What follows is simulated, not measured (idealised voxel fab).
This section sets out a process module, namely voxel transistor to metal.
We display cut, a cross-section 290 nm in width whose square cells are each 5 nm.
A cross-section is a grid of square cells, given in bands from the top down. A band is one or more rows of cells. First you get the band's top height and its bottom height, in nm, and then the materials it's made of, left to right, with each width in nm. If you see a single material with "throughout", that one covers the band edge to edge. "empty" is empty space. Where do heights start? At 0: under that level the wafer as delivered is made of one material only. And the lowest band has no floor; it just carries on downward, as in "from 0 down". A width such as "30..40" changes by the same amount from each row of cells to the next, from the band's top row to its bottom row. No cell of the cross-section changed in a step that is given as "same as before". Each empty space that has no open way to the top and spans at least 8 cells appears under "Voids, sealed" as width x height at distance, the distance counted from the left edge, all in nm. Text after the settings on a step's line: the simulator's own remark on that step. When a step includes a mask, the "overlay nm" setting on its line states how far to the right of its planned place that mask lay, and negative values state how far to the left. Quick note on how to read the rest: it's all pairs. You get the cross-section before a process step and the one after, but the after one only goes down as far as the lowest band that changed. The step in between, with its settings, sits under the pair. Heads up, the pairs can come from different runs of this module on the same starting wafer, so don't assume a pair picks up from the one above unless its "Pre-step cross-section" entry says it does.
### Pre-step cross-section
    from 25 to 20: 65 empty / 10 SiN / 5 empty / 15 SiCN / 5 empty / 10 SiN / 70 empty / 10 SiN / 5 empty / 15 SiCN / 5 empty / 10 SiN / 65 empty
    from 20 to 15: 65 empty / 10 SiN / 5 SiO2 / 15 SiCN / 5 SiO2 / 10 SiN / 70 empty / 10 SiN / 5 SiO2 / 15 SiCN / 5 SiO2 / 10 SiN / 65 empty
    from 15 to 0: 65 empty / 10 SiN / 5 SiO2 / 15 polySi / 5 SiO2 / 10 SiN / 70 empty / 10 SiN / 5 SiO2 / 15 polySi / 5 SiO2 / 10 SiN / 65 empty
    from 0 to -5: 40 empty / 10 SiN / 15 empty / 10 SiN / 5 SiO2 / 15 polySi / 5 SiO2 / 10 SiN / 15 empty / 10 SiN / 20 empty / 10 SiN / 15 empty / 10 SiN / 5 SiO2 / 15 polySi / 5 SiO2 / 10 SiN / 15 empty / 10 SiN / 40 empty
    from -5 to -10: 50 SiO2 / 15 empty / 45 SiO2 / 15 empty / 40 SiO2 / 15 empty / 45 SiO2 / 15 empty / 50 SiO2
    from -10 to -75: 40 SiO2 / 95 Si / 20 SiO2 / 95 Si / 40 SiO2
    from -75 down: Si throughout
    Voids, sealed: none
### Step Outcome
    from 25 to 20: 65 empty / 10 SiN / 5 empty / 15 SiCN / 5 empty / 10 SiN / 70 empty / 10 SiN / 5 empty / 15 SiCN / 5 empty / 10 SiN / 65 empty
    from 20 to 15: 65 empty / 10 SiN / 5 SiO2 / 15 SiCN / 5 SiO2 / 10 SiN / 70 empty / 10 SiN / 5 SiO2 / 15 SiCN / 5 SiO2 / 10 SiN / 65 empty
    from 15 to 0: 65 empty / 10 SiN / 5 SiO2 / 15 polySi / 5 SiO2 / 10 SiN / 70 empty / 10 SiN / 5 SiO2 / 15 polySi / 5 SiO2 / 10 SiN / 65 empty
    from 0 to -5: 40 empty / 10 SiN / 15 empty / 10 SiN / 5 SiO2 / 15 polySi / 5 SiO2 / 10 SiN / 15 empty / 10 SiN / 20 empty / 10 SiN / 15 empty / 10 SiN / 5 SiO2 / 15 polySi / 5 SiO2 / 10 SiN / 15 empty / 10 SiN / 40 empty
    from -5 to -10: 50 SiO2 / 15 empty / 45 SiO2 / 15 empty / 40 SiO2 / 15 empty / 45 SiO2 / 15 empty / 50 SiO2
    from -10 to -20: 40 SiO2 / 10 Si / 15 empty / 45 Si / 15 empty / 10 Si / 20 SiO2 / 10 Si / 15 empty / 45 Si / 15 empty / 10 Si / 40 SiO2
    Anything lower than -20 is untouched.
    Voids, sealed: none
The process step bridging the two cross-sections above: DIRECTIONAL_ETCH with etch materials Si, depth nm 10
Pre-step cross-section: The cross-section prior to this step is the one presented after the step of the pair immediately above.
### Step Outcome
    from 25 to 20: 65 empty / 10 SiN / 5 empty / 15 SiCN / 5 empty / 10 SiN / 70 empty / 10 SiN / 5 empty / 15 SiCN / 5 empty / 10 SiN / 65 empty
    from 20 to 15: 65 empty / 10 SiN / 5 SiO2 / 15 SiCN / 5 SiO2 / 10 SiN / 70 empty / 10 SiN / 5 SiO2 / 15 SiCN / 5 SiO2 / 10 SiN / 65 empty
    from 15 to 0: 65 empty / 10 SiN / 5 SiO2 / 15 polySi / 5 SiO2 / 10 SiN / 70 empty / 10 SiN / 5 SiO2 / 15 polySi / 5 SiO2 / 10 SiN / 65 empty
    from 0 to -5: 40 empty / 10 SiN / 15 nSi / 10 SiN / 5 SiO2 / 15 polySi / 5 SiO2 / 10 SiN / 15 nSi / 10 SiN / 20 empty / 10 SiN / 15 nSi / 10 SiN / 5 SiO2 / 15 polySi / 5 SiO2 / 10 SiN / 15 nSi / 10 SiN / 40 empty
    from -5 to -10: 50 SiO2 / 15 nSi / 45 SiO2 / 15 nSi / 40 SiO2 / 15 nSi / 45 SiO2 / 15 nSi / 50 SiO2
    from -10 to -20: 40 SiO2 / 10 Si / 15 nSi / 45 Si / 15 nSi / 10 Si / 20 SiO2 / 10 Si / 15 nSi / 45 Si / 15 nSi / 10 Si / 40 SiO2
    Anything lower than -20 is untouched.
    Voids, sealed: none
The process step bridging the two cross-sections above: EPI with material nSi, thk nm 10
Pre-step cross-section: The cross-section prior to this step is the one presented after the step of the pair immediately above.
### Step Outcome
    from 35 to 25: SiO2 throughout
    from 25 to 15: 65 SiO2 / 10 SiN / 5 SiO2 / 15 SiCN / 5 SiO2 / 10 SiN / 70 SiO2 / 10 SiN / 5 SiO2 / 15 SiCN / 5 SiO2 / 10 SiN / 65 SiO2
    from 15 to 0: 65 SiO2 / 10 SiN / 5 SiO2 / 15 polySi / 5 SiO2 / 10 SiN / 70 SiO2 / 10 SiN / 5 SiO2 / 15 polySi / 5 SiO2 / 10 SiN / 65 SiO2
    from 0 to -5: 40 SiO2 / 10 SiN / 15 nSi / 10 SiN / 5 SiO2 / 15 polySi / 5 SiO2 / 10 SiN / 15 nSi / 10 SiN / 20 SiO2 / 10 SiN / 15 nSi / 10 SiN / 5 SiO2 / 15 polySi / 5 SiO2 / 10 SiN / 15 nSi / 10 SiN / 40 SiO2
    Anything lower than -5 is untouched.
    Voids, sealed: none
The process step bridging the two cross-sections above: FILL_DEP with material SiO2, thk nm 10
Pre-step cross-section: The cross-section prior to this step is the one presented after the step of the pair immediately above.
### Step Outcome
    from 25 to 15: 65 SiO2 / 10 SiN / 5 SiO2 / 15 SiCN / 5 SiO2 / 10 SiN / 70 SiO2 / 10 SiN / 5 SiO2 / 15 SiCN / 5 SiO2 / 10 SiN / 65 SiO2
    Anything lower than 15 is untouched.
    Voids, sealed: none
The process step bridging the two cross-sections above: CMP with height nm 25
Pre-step cross-section: The cross-section prior to this step is the one presented after the step of the pair immediately above.
### Step Outcome
    from 40 to 25: SiO2 throughout
    Anything lower than 25 is untouched.
    Voids, sealed: none
The process step bridging the two cross-sections above: DIRECTIONAL_DEP with material SiO2, thk nm 15
Pre-step cross-section: The cross-section prior to this step is the one presented after the step of the pair immediately above.
### Step Outcome
    from 55 to 40: 45 resist / 20 empty / 45 resist / 20 empty / 30 resist / 20 empty / 45 resist / 20 empty / 45 resist
    Anything lower than 40 is untouched.
    Voids, sealed: none
The process step bridging the two cross-sections above: PATTERN with tone open, mask id CONTACT, material resist, width nm 20, thk nm 15, overlay nm 0
Pre-step cross-section: The cross-section prior to this step is the one presented after the step of the pair immediately above.
### Step Outcome
    from 55 to 40: 45 resist / 20 empty / 45 resist / 20 empty / 30 resist / 20 empty / 45 resist / 20 empty / 45 resist
    from 40 to 25: 45 SiO2 / 20 empty / 45 SiO2 / 20 empty / 30 SiO2 / 20 empty / 45 SiO2 / 20 empty / 45 SiO2
    from 25 to 15: 45 SiO2 / 20 empty / 10 SiN / 5 SiO2 / 15 SiCN / 5 SiO2 / 10 SiN / 20 empty / 30 SiO2 / 20 empty / 10 SiN / 5 SiO2 / 15 SiCN / 5 SiO2 / 10 SiN / 20 empty / 45 SiO2
    from 15 to 0: 45 SiO2 / 20 empty / 10 SiN / 5 SiO2 / 15 polySi / 5 SiO2 / 10 SiN / 20 empty / 30 SiO2 / 20 empty / 10 SiN / 5 SiO2 / 15 polySi / 5 SiO2 / 10 SiN / 20 empty / 45 SiO2
    Anything lower than 0 is untouched.
    Voids, sealed: none
The process step bridging the two cross-sections above: DIRECTIONAL_ETCH with etch materials SiO2, depth nm 40
Pre-step cross-section: The cross-section prior to this step is the one presented after the step of the pair immediately above.
### Step Outcome
    from 40 to 25: 45 SiO2 / 20 empty / 45 SiO2 / 20 empty / 30 SiO2 / 20 empty / 45 SiO2 / 20 empty / 45 SiO2
    Anything lower than 25 is untouched.
    Voids, sealed: none
The process step bridging the two cross-sections above: STRIP with etch materials resist
Pre-step cross-section: The cross-section prior to this step is the one presented after the step of the pair immediately above.
### Step Outcome
    from 45 to 40: 50 TiN / 10 empty / 55 TiN / 10 empty / 40 TiN / 10 empty / 55 TiN / 10 empty / 50 TiN
    from 40 to 25: 45 SiO2 / 5 TiN / 10 empty / 5 TiN / 45 SiO2 / 5 TiN / 10 empty / 5 TiN / 30 SiO2 / 5 TiN / 10 empty / 5 TiN / 45 SiO2 / 5 TiN / 10 empty / 5 TiN / 45 SiO2
    from 25 to 15: 45 SiO2 / 5 TiN / 10 empty / 5 TiN / 10 SiN / 5 SiO2 / 15 SiCN / 5 SiO2 / 10 SiN / 5 TiN / 10 empty / 5 TiN / 30 SiO2 / 5 TiN / 10 empty / 5 TiN / 10 SiN / 5 SiO2 / 15 SiCN / 5 SiO2 / 10 SiN / 5 TiN / 10 empty / 5 TiN / 45 SiO2
    from 15 to 5: 45 SiO2 / 5 TiN / 10 empty / 5 TiN / 10 SiN / 5 SiO2 / 15 polySi / 5 SiO2 / 10 SiN / 5 TiN / 10 empty / 5 TiN / 30 SiO2 / 5 TiN / 10 empty / 5 TiN / 10 SiN / 5 SiO2 / 15 polySi / 5 SiO2 / 10 SiN / 5 TiN / 10 empty / 5 TiN / 45 SiO2
    from 5 to 0: 45 SiO2 / 20 TiN / 10 SiN / 5 SiO2 / 15 polySi / 5 SiO2 / 10 SiN / 20 TiN / 30 SiO2 / 20 TiN / 10 SiN / 5 SiO2 / 15 polySi / 5 SiO2 / 10 SiN / 20 TiN / 45 SiO2
    Anything lower than 0 is untouched.
    Voids, sealed: none
The process step bridging the two cross-sections above: CONFORMAL_DEP with material TiN, thk nm 5
Pre-step cross-section: The cross-section prior to this step is the one presented after the step of the pair immediately above.
### Step Outcome
    from 55 to 45: W throughout
    from 45 to 40: 50 TiN / 10 W / 55 TiN / 10 W / 40 TiN / 10 W / 55 TiN / 10 W / 50 TiN
    from 40 to 25: 45 SiO2 / 5 TiN / 10 W / 5 TiN / 45 SiO2 / 5 TiN / 10 W / 5 TiN / 30 SiO2 / 5 TiN / 10 W / 5 TiN / 45 SiO2 / 5 TiN / 10 W / 5 TiN / 45 SiO2
    from 25 to 15: 45 SiO2 / 5 TiN / 10 W / 5 TiN / 10 SiN / 5 SiO2 / 15 SiCN / 5 SiO2 / 10 SiN / 5 TiN / 10 W / 5 TiN / 30 SiO2 / 5 TiN / 10 W / 5 TiN / 10 SiN / 5 SiO2 / 15 SiCN / 5 SiO2 / 10 SiN / 5 TiN / 10 W / 5 TiN / 45 SiO2
    from 15 to 5: 45 SiO2 / 5 TiN / 10 W / 5 TiN / 10 SiN / 5 SiO2 / 15 polySi / 5 SiO2 / 10 SiN / 5 TiN / 10 W / 5 TiN / 30 SiO2 / 5 TiN / 10 W / 5 TiN / 10 SiN / 5 SiO2 / 15 polySi / 5 SiO2 / 10 SiN / 5 TiN / 10 W / 5 TiN / 45 SiO2
    Anything lower than 5 is untouched.
    Voids, sealed: none
The process step bridging the two cross-sections above: FILL_DEP with material W, thk nm 10
Pre-step cross-section: The cross-section prior to this step is the one presented after the step of the pair immediately above.
### Step Outcome
    from 40 to 25: 45 SiO2 / 5 TiN / 10 W / 5 TiN / 45 SiO2 / 5 TiN / 10 W / 5 TiN / 30 SiO2 / 5 TiN / 10 W / 5 TiN / 45 SiO2 / 5 TiN / 10 W / 5 TiN / 45 SiO2
    Anything lower than 25 is untouched.
    Voids, sealed: none
The process step bridging the two cross-sections above: CMP with height nm 40
Pre-step cross-section: The cross-section prior to this step is the one presented after the step of the pair immediately above.
### Step Outcome
    from 45 to 40: SiN throughout
    Anything lower than 40 is untouched.
    Voids, sealed: none
The process step bridging the two cross-sections above: CONFORMAL_DEP with material SiN, thk nm 5
Pre-step cross-section: The cross-section prior to this step is the one presented after the step of the pair immediately above.
### Step Outcome
    from 65 to 45: lowk throughout
    Anything lower than 45 is untouched.
    Voids, sealed: none
The process step bridging the two cross-sections above: DIRECTIONAL_DEP with material lowk, thk nm 20
Pre-step cross-section: The cross-section prior to this step is the one presented after the step of the pair immediately above.
### Step Outcome
    from 75 to 65: aC throughout
    Anything lower than 65 is untouched.
    Voids, sealed: none
The process step bridging the two cross-sections above: DIRECTIONAL_DEP with material aC, thk nm 10
Pre-step cross-section: The cross-section prior to this step is the one presented after the step of the pair immediately above.
### Step Outcome
    from 100 to 75: 45 resist / 20 empty / 45 resist / 20 empty / 30 resist / 20 empty / 45 resist / 20 empty / 45 resist
    Anything lower than 75 is untouched.
    Voids, sealed: none
The process step bridging the two cross-sections above: PATTERN with tone open, mask id METAL_1, material resist, width nm 20, thk nm 25, overlay nm 0
Pre-step cross-section: The cross-section prior to this step is the one presented after the step of the pair immediately above.
### Step Outcome
    from 90 to 75: 45 resist / 20 empty / 45 resist / 20 empty / 30 resist / 20 empty / 45 resist / 20 empty / 45 resist
    from 75 to 65: 45 aC / 20 empty / 45 aC / 20 empty / 30 aC / 20 empty / 45 aC / 20 empty / 45 aC
    Anything lower than 65 is untouched.
    Voids, sealed: none
The process step bridging the two cross-sections above: DIRECTIONAL_ETCH with etch materials aC, depth nm 10
Pre-step cross-section: The cross-section prior to this step is the one presented after the step of the pair immediately above.
### Step Outcome
    from 75 to 65: 45 aC / 20 empty / 45 aC / 20 empty / 30 aC / 20 empty / 45 aC / 20 empty / 45 aC
    Anything lower than 65 is untouched.
    Voids, sealed: none
The process step bridging the two cross-sections above: STRIP with etch materials resist
Pre-step cross-section: The cross-section prior to this step is the one presented after the step of the pair immediately above.
### Step Outcome
    from 75 to 65: 45 aC / 20 empty / 45 aC / 20 empty / 30 aC / 20 empty / 45 aC / 20 empty / 45 aC
    from 65 to 45: 45 lowk / 20 empty / 45 lowk / 20 empty / 30 lowk / 20 empty / 45 lowk / 20 empty / 45 lowk
    Anything lower than 45 is untouched.
    Voids, sealed: none
The process step bridging the two cross-sections above: DIRECTIONAL_ETCH with etch materials lowk, depth nm 20
Pre-step cross-section: The cross-section prior to this step is the one presented after the step of the pair immediately above.
### Step Outcome
    from 75 to 65: 45 aC / 20 empty / 45 aC / 20 empty / 30 aC / 20 empty / 45 aC / 20 empty / 45 aC
    from 65 to 45: 45 lowk / 20 empty / 45 lowk / 20 empty / 30 lowk / 20 empty / 45 lowk / 20 empty / 45 lowk
    from 45 to 40: 45 SiN / 20 empty / 45 SiN / 20 empty / 30 SiN / 20 empty / 45 SiN / 20 empty / 45 SiN
    Anything lower than 40 is untouched.
    Voids, sealed: none
The process step bridging the two cross-sections above: DIRECTIONAL_ETCH with etch materials SiN, depth nm 5
Pre-step cross-section: The cross-section prior to this step is the one presented after the step of the pair immediately above.
### Step Outcome
    from 65 to 45: 45 lowk / 20 empty / 45 lowk / 20 empty / 30 lowk / 20 empty / 45 lowk / 20 empty / 45 lowk
    Anything lower than 45 is untouched.
    Voids, sealed: none
The process step bridging the two cross-sections above: STRIP with etch materials aC
Pre-step cross-section: The cross-section prior to this step is the one presented after the step of the pair immediately above.
### Step Outcome
    from 70 to 65: 50 TiN / 10 empty / 55 TiN / 10 empty / 40 TiN / 10 empty / 55 TiN / 10 empty / 50 TiN
    from 65 to 45: 45 lowk / 5 TiN / 10 empty / 5 TiN / 45 lowk / 5 TiN / 10 empty / 5 TiN / 30 lowk / 5 TiN / 10 empty / 5 TiN / 45 lowk / 5 TiN / 10 empty / 5 TiN / 45 lowk
    from 45 to 40: 45 SiN / 20 TiN / 45 SiN / 20 TiN / 30 SiN / 20 TiN / 45 SiN / 20 TiN / 45 SiN
    Anything lower than 40 is untouched.
    Voids, sealed: none
The process step bridging the two cross-sections above: CONFORMAL_DEP with material TiN, thk nm 5
Pre-step cross-section: The cross-section prior to this step is the one presented after the step of the pair immediately above.
### Step Outcome
    from 75 to 70: Cu throughout
    from 70 to 65: 50 TiN / 10 Cu / 55 TiN / 10 Cu / 40 TiN / 10 Cu / 55 TiN / 10 Cu / 50 TiN
    from 65 to 45: 45 lowk / 5 TiN / 10 Cu / 5 TiN / 45 lowk / 5 TiN / 10 Cu / 5 TiN / 30 lowk / 5 TiN / 10 Cu / 5 TiN / 45 lowk / 5 TiN / 10 Cu / 5 TiN / 45 lowk
    Anything lower than 45 is untouched.
    Voids, sealed: none
The process step bridging the two cross-sections above: FILL_DEP with material Cu, thk nm 5
Pre-step cross-section: The cross-section prior to this step is the one presented after the step of the pair immediately above.
### Step Outcome
    from 65 to 45: 45 lowk / 5 TiN / 10 Cu / 5 TiN / 45 lowk / 5 TiN / 10 Cu / 5 TiN / 30 lowk / 5 TiN / 10 Cu / 5 TiN / 45 lowk / 5 TiN / 10 Cu / 5 TiN / 45 lowk
    Anything lower than 45 is untouched.
    Voids, sealed: none
The process step bridging the two cross-sections above: CMP with height nm 65
Pre-step cross-section: The cross-section prior to this step is the one presented after the step of the pair immediately above.
### Step Outcome
    from 70 to 65: SiCN throughout
    Anything lower than 65 is untouched.
    Voids, sealed: none
The process step bridging the two cross-sections above: CONFORMAL_DEP with material SiCN, thk nm 5
Pre-step cross-section: The cross-section prior to this step is the one presented after the step of the pair immediately above.
### Step Outcome
    from 100 to 70: lowk throughout
    Anything lower than 70 is untouched.
    Voids, sealed: none
The process step bridging the two cross-sections above: DIRECTIONAL_DEP with material lowk, thk nm 30
Pre-step cross-section: The cross-section prior to this step is the one presented after the step of the pair immediately above.
### Step Outcome
    from 115 to 100: aC throughout
    Anything lower than 100 is untouched.
    Voids, sealed: none
The process step bridging the two cross-sections above: DIRECTIONAL_DEP with material aC, thk nm 15
Pre-step cross-section: The cross-section prior to this step is the one presented after the step of the pair immediately above.
### Step Outcome
    from 150 to 115: 45 resist / 20 empty / 95 resist / 20 empty / 110 resist
    Anything lower than 115 is untouched.
    Voids, sealed: none
The process step bridging the two cross-sections above: PATTERN with tone open, mask id METAL_2, material resist, width nm 20, pitch nm 115, thk nm 35, overlay nm 0
Pre-step cross-section: The cross-section prior to this step is the one presented after the step of the pair immediately above.
### Step Outcome
    from 135 to 115: 45 resist / 20 empty / 95 resist / 20 empty / 110 resist
    from 115 to 100: 45 aC / 20 empty / 95 aC / 20 empty / 110 aC
    Anything lower than 100 is untouched.
    Voids, sealed: none
The process step bridging the two cross-sections above: DIRECTIONAL_ETCH with etch materials aC, depth nm 15
Pre-step cross-section: The cross-section prior to this step is the one presented after the step of the pair immediately above.
### Step Outcome
    from 115 to 100: 45 aC / 20 empty / 95 aC / 20 empty / 110 aC
    Anything lower than 100 is untouched.
    Voids, sealed: none
The process step bridging the two cross-sections above: STRIP with etch materials resist
Pre-step cross-section: The cross-section prior to this step is the one presented after the step of the pair immediately above.
### Step Outcome
    from 115 to 100: 45 aC / 20 empty / 95 aC / 20 empty / 110 aC
    from 100 to 80: 45 lowk / 20 empty / 95 lowk / 20 empty / 110 lowk
    Anything lower than 80 is untouched.
    Voids, sealed: none
The process step bridging the two cross-sections above: DIRECTIONAL_ETCH with etch materials lowk, depth nm 20
Pre-step cross-section: The cross-section prior to this step is the one presented after the step of the pair immediately above.
### Step Outcome
    from 100 to 80: 45 lowk / 20 empty / 95 lowk / 20 empty / 110 lowk
    Anything lower than 80 is untouched.
    Voids, sealed: none
The process step bridging the two cross-sections above: STRIP with etch materials aC
Pre-step cross-section: The cross-section prior to this step is the one presented after the step of the pair immediately above.
### Step Outcome
    from 100 to 80: 45 lowk / 20 empty / 95 lowk / 20 empty / 110 lowk
    from 80 to 70: 45 lowk / 15 empty / 100 lowk / 15 empty / 115 lowk
    Anything lower than 70 is untouched.
    Voids, sealed: none
The process step bridging the two cross-sections above: MASKED_ETCH with tone open, mask id METAL_2_HOLES, width nm 15, pitch nm 115, etch materials lowk, depth nm 10, overlay nm 0
Pre-step cross-section: The cross-section prior to this step is the one presented after the step of the pair immediately above.
### Step Outcome
    from 100 to 80: 45 lowk / 20 empty / 95 lowk / 20 empty / 110 lowk
    from 80 to 70: 45 lowk / 15 empty / 100 lowk / 15 empty / 115 lowk
    from 70 to 65: 45 SiCN / 15 empty / 100 SiCN / 15 empty / 115 SiCN
    Anything lower than 65 is untouched.
    Voids, sealed: none
The process step bridging the two cross-sections above: MASKED_ETCH with tone open, mask id METAL_2_HOLES, width nm 15, pitch nm 115, etch materials SiCN, depth nm 5, overlay nm 0
Pre-step cross-section: The cross-section prior to this step is the one presented after the step of the pair immediately above.
### Step Outcome
    from 105 to 100: 50 TiN / 10 empty / 105 TiN / 10 empty / 115 TiN
    from 100 to 85: 45 lowk / 5 TiN / 10 empty / 5 TiN / 95 lowk / 5 TiN / 10 empty / 5 TiN / 110 lowk
    from 85 to 80: 45 lowk / 5 TiN / 5 empty / 10 TiN / 95 lowk / 5 TiN / 5 empty / 10 TiN / 110 lowk
    from 80 to 70: 45 lowk / 5 TiN / 5 empty / 5 TiN / 100 lowk / 5 TiN / 5 empty / 5 TiN / 115 lowk
    from 70 to 65: 45 SiCN / 15 TiN / 100 SiCN / 15 TiN / 115 SiCN
    Anything lower than 65 is untouched.
    Voids, sealed: none
The process step bridging the two cross-sections above: CONFORMAL_DEP with material TiN, thk nm 5
Pre-step cross-section: The cross-section prior to this step is the one presented after the step of the pair immediately above.
### Step Outcome
    from 110 to 105: Cu throughout
    from 105 to 100: 50 TiN / 10 Cu / 105 TiN / 10 Cu / 115 TiN
    from 100 to 85: 45 lowk / 5 TiN / 10 Cu / 5 TiN / 95 lowk / 5 TiN / 10 Cu / 5 TiN / 110 lowk
    from 85 to 80: 45 lowk / 5 TiN / 5 Cu / 10 TiN / 95 lowk / 5 TiN / 5 Cu / 10 TiN / 110 lowk
    from 80 to 70: 45 lowk / 5 TiN / 5 Cu / 5 TiN / 100 lowk / 5 TiN / 5 Cu / 5 TiN / 115 lowk
    Anything lower than 70 is untouched.
    Voids, sealed: none
The process step bridging the two cross-sections above: FILL_DEP with material Cu, thk nm 5
Pre-step cross-section: The cross-section prior to this step is the one presented after the step of the pair immediately above.
### Step Outcome
    from 100 to 85: 45 lowk / 5 TiN / 10 Cu / 5 TiN / 95 lowk / 5 TiN / 10 Cu / 5 TiN / 110 lowk
    Anything lower than 85 is untouched.
    Voids, sealed: none
The process step bridging the two cross-sections above: CMP with height nm 100
Pre-step cross-section: The cross-section prior to this step is the one presented after the step of the pair immediately above.
### Step Outcome
    from 105 to 100: SiCN throughout
    Anything lower than 100 is untouched.
    Voids, sealed: none
The process step bridging the two cross-sections above: CONFORMAL_DEP with material SiCN, thk nm 5
### Pre-step cross-section
    from 70 to 65: SiCN throughout
    from 65 to 45: 45 lowk / 5 TiN / 10 Cu / 5 TiN / 45 lowk / 5 TiN / 10 Cu / 5 TiN / 30 lowk / 5 TiN / 10 Cu / 5 TiN / 45 lowk / 5 TiN / 10 Cu / 5 TiN / 45 lowk
    from 45 to 40: 45 SiN / 20 TiN / 45 SiN / 20 TiN / 30 SiN / 20 TiN / 45 SiN / 20 TiN / 45 SiN
    from 40 to 25: 45 SiO2 / 5 TiN / 10 W / 5 TiN / 45 SiO2 / 5 TiN / 10 W / 5 TiN / 30 SiO2 / 5 TiN / 10 W / 5 TiN / 45 SiO2 / 5 TiN / 10 W / 5 TiN / 45 SiO2
    from 25 to 15: 45 SiO2 / 5 TiN / 10 W / 5 TiN / 10 SiN / 5 SiO2 / 15 SiCN / 5 SiO2 / 10 SiN / 5 TiN / 10 W / 5 TiN / 30 SiO2 / 5 TiN / 10 W / 5 TiN / 10 SiN / 5 SiO2 / 15 SiCN / 5 SiO2 / 10 SiN / 5 TiN / 10 W / 5 TiN / 45 SiO2
    from 15 to 5: 45 SiO2 / 5 TiN / 10 W / 5 TiN / 10 SiN / 5 SiO2 / 15 polySi / 5 SiO2 / 10 SiN / 5 TiN / 10 W / 5 TiN / 30 SiO2 / 5 TiN / 10 W / 5 TiN / 10 SiN / 5 SiO2 / 15 polySi / 5 SiO2 / 10 SiN / 5 TiN / 10 W / 5 TiN / 45 SiO2
    from 5 to 0: 45 SiO2 / 20 TiN / 10 SiN / 5 SiO2 / 15 polySi / 5 SiO2 / 10 SiN / 20 TiN / 30 SiO2 / 20 TiN / 10 SiN / 5 SiO2 / 15 polySi / 5 SiO2 / 10 SiN / 20 TiN / 45 SiO2
    from 0 to -5: 40 SiO2 / 10 SiN / 15 nSi / 10 SiN / 5 SiO2 / 15 polySi / 5 SiO2 / 10 SiN / 15 nSi / 10 SiN / 20 SiO2 / 10 SiN / 15 nSi / 10 SiN / 5 SiO2 / 15 polySi / 5 SiO2 / 10 SiN / 15 nSi / 10 SiN / 40 SiO2
    from -5 to -10: 50 SiO2 / 15 nSi / 45 SiO2 / 15 nSi / 40 SiO2 / 15 nSi / 45 SiO2 / 15 nSi / 50 SiO2
    from -10 to -20: 40 SiO2 / 10 Si / 15 nSi / 45 Si / 15 nSi / 10 Si / 20 SiO2 / 10 Si / 15 nSi / 45 Si / 15 nSi / 10 Si / 40 SiO2
    from -20 to -40: 40 SiO2 / 95 Si / 20 SiO2 / 95 Si / 40 SiO2
    from -40 down: Si throughout
    Voids, sealed: none
### Step Outcome
    from 85 to 70: aC throughout
    Anything lower than 70 is untouched.
    Voids, sealed: none
The process step bridging the two cross-sections above: DIRECTIONAL_DEP with material aC, thk nm 15
Pre-step cross-section: The cross-section prior to this step is the one presented after the step of the pair immediately above.
### Step Outcome
    from 115 to 85: lowk throughout
    Anything lower than 85 is untouched.
    Voids, sealed: none
The process step bridging the two cross-sections above: DIRECTIONAL_DEP with material lowk, thk nm 30
Pre-step cross-section: The cross-section prior to this step is the one presented after the step of the pair immediately above.
### Step Outcome
    from 150 to 115: 45 resist / 20 empty / 95 resist / 20 empty / 110 resist
    Anything lower than 115 is untouched.
    Voids, sealed: none
The process step bridging the two cross-sections above: PATTERN with tone open, mask id METAL_2, material resist, width nm 20, pitch nm 115, thk nm 35, overlay nm 0
Pre-step cross-section: The cross-section prior to this step is the one presented after the step of the pair immediately above.
### Step Outcome
    from 135 to 115: 45 resist / 20 empty / 95 resist / 20 empty / 110 resist
    Anything lower than 115 is untouched.
    Voids, sealed: none
The process step bridging the two cross-sections above: DIRECTIONAL_ETCH with etch materials aC, depth nm 15
Pre-step cross-section: The cross-section prior to this step is the one presented after the step of the pair immediately above.
### Step Outcome
    from 115 to 85: lowk throughout
    Anything lower than 85 is untouched.
    Voids, sealed: none
The process step bridging the two cross-sections above: STRIP with etch materials resist
Pre-step cross-section: The cross-section prior to this step is the one presented after the step of the pair immediately above.
### Step Outcome
    from 95 to 85: lowk throughout
    Anything lower than 85 is untouched.
    Voids, sealed: none
The process step bridging the two cross-sections above: DIRECTIONAL_ETCH with etch materials lowk, depth nm 20
Pre-step cross-section: The cross-section prior to this step is the one presented after the step of the pair immediately above.
### Step Outcome
    from 95 to 85: 45 lowk / 15 empty / 100 lowk / 15 empty / 115 lowk
    Anything lower than 85 is untouched.
    Voids, sealed: none
The process step bridging the two cross-sections above: MASKED_ETCH with tone open, mask id METAL_2_HOLES, width nm 15, pitch nm 115, etch materials lowk, depth nm 10, overlay nm 0
Pre-step cross-section: The cross-section prior to this step is the one presented after the step of the pair immediately above.
### Step Outcome
    from 100 to 95: 50 TiN / 5 empty / 110 TiN / 5 empty / 120 TiN
    from 95 to 90: 45 lowk / 5 TiN / 5 empty / 5 TiN / 100 lowk / 5 TiN / 5 empty / 5 TiN / 115 lowk
    from 90 to 85: 45 lowk / 15 TiN / 100 lowk / 15 TiN / 115 lowk
    Anything lower than 85 is untouched.
    Voids, sealed: none
The process step bridging the two cross-sections above: CONFORMAL_DEP with material TiN, thk nm 5
Pre-step cross-section: The cross-section prior to this step is the one presented after the step of the pair immediately above.
### Step Outcome
    from 105 to 100: Cu throughout
    from 100 to 95: 50 TiN / 5 Cu / 110 TiN / 5 Cu / 120 TiN
    from 95 to 90: 45 lowk / 5 TiN / 5 Cu / 5 TiN / 100 lowk / 5 TiN / 5 Cu / 5 TiN / 115 lowk
    Anything lower than 90 is untouched.
    Voids, sealed: none
The process step bridging the two cross-sections above: FILL_DEP with material Cu, thk nm 5
Pre-step cross-section: The cross-section prior to this step is the one presented after the step of the pair immediately above.
### Step Outcome
    from 100 to 95: 50 TiN / 5 Cu / 110 TiN / 5 Cu / 120 TiN
    Anything lower than 95 is untouched.
    Voids, sealed: none
The process step bridging the two cross-sections above: CMP with height nm 100
Pre-step cross-section: The cross-section prior to this step is the one presented after the step of the pair immediately above.
### Step Outcome
    from 105 to 100: SiCN throughout
    Anything lower than 100 is untouched.
    Voids, sealed: none
The process step bridging the two cross-sections above: CONFORMAL_DEP with material SiCN, thk nm 5
### Pre-step cross-section
    from 0 down: Si throughout
    Voids, sealed: none
### Step Outcome
    from 0 to -15: SiO2 throughout
    Anything lower than -15 is untouched.
    Voids, sealed: none
The process step bridging the two cross-sections above: OXIDIZE with depth nm 15
Pre-step cross-section: The cross-section prior to this step is the one presented after the step of the pair immediately above.
### Step Outcome
    from 10 to 0: SiN throughout
    Anything lower than 0 is untouched.
    Voids, sealed: none
The process step bridging the two cross-sections above: CONFORMAL_DEP with material SiN, thk nm 10
Pre-step cross-section: The cross-section prior to this step is the one presented after the step of the pair immediately above.
### Step Outcome
    from 10 to 0: 40 empty / 95 SiN / 20 empty / 95 SiN / 40 empty
    Anything lower than 0 is untouched.
    Voids, sealed: none
The process step bridging the two cross-sections above: MASKED_ETCH with tone cover, mask id ACTIVE, width nm 95, pitch nm 115, etch materials SiN, depth nm 10, overlay nm 0
